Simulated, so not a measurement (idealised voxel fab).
process module | voxel double patterning
cross-section cut | 170 nm wide | cells 5 nm
A cross-section is a grid of square cells, given in bands from the top down. A band is one or more rows of cells.
Each band's line starts with the height of the band's top and of its bottom, in nm. Then come its materials from left to right, each with its width in nm. One material with "throughout" fills the band from edge to edge. "air" is empty space.
Height 0 is the level under which the wafer as received is all one material. The lowest band goes on downwards, as in "0 down".
A width such as "30 to 40" changes by the same amount from each row of cells to the next, from the band's top row to its bottom row.
"no change" after a step means that no cell of the cross-section changed.
closed voids: empty space of 8 cells or more with no open way to the top, each as width x height at its distance from the left edge, in nm
after a step's settings: what the simulator itself notes on the step
overlay nm, on a step with a mask: how far to the right of its planned place the mask lay; to the left if negative
plan
1 op RECEIVE | material Si
2 op CONFORMAL_DEP | material SiN | thk nm 10
3 op DIRECTIONAL_DEP | material SiO2 | thk nm 10
4 op DIRECTIONAL_DEP | material SiCN | thk nm 5
5 op DIRECTIONAL_DEP | material aC | thk nm 15
6 op PATTERN | tone open | mask id FIRST | material resist | width nm 15 | pitch nm 50 | thk nm 30 | overlay nm 0
7 op DIRECTIONAL_ETCH | etch materials aC | depth nm 15
8 op STRIP | etch materials resist
9 op DIRECTIONAL_ETCH | etch materials SiCN | depth nm 5
10 op STRIP | etch materials aC
11 op DIRECTIONAL_DEP | material aC | thk nm 15
12 op PATTERN | tone open | mask id SECOND | material resist | width nm 15 | pitch nm 50 | thk nm 30 | overlay nm 0
13 op DIRECTIONAL_ETCH | etch materials aC | depth nm 15
14 op STRIP | etch materials resist
15 op DIRECTIONAL_ETCH | etch materials SiCN | depth nm 5
16 op STRIP | etch materials aC
17 op DIRECTIONAL_ETCH | etch materials SiO2 | depth nm 10
18 op STRIP | etch materials SiCN
as received, after step 1
  0 down: Si throughout
  closed voids: none
a wafer at the end: this start, this plan, one mistake
  25 to 20: SiN throughout
  20 to 10: SiO2 throughout
  10 to 0: SiN throughout
  0 down: Si throughout
  closed voids: none
what went wrong: step 4 ran as: op DIRECTIONAL_DEP | material SiN | thk nm 5
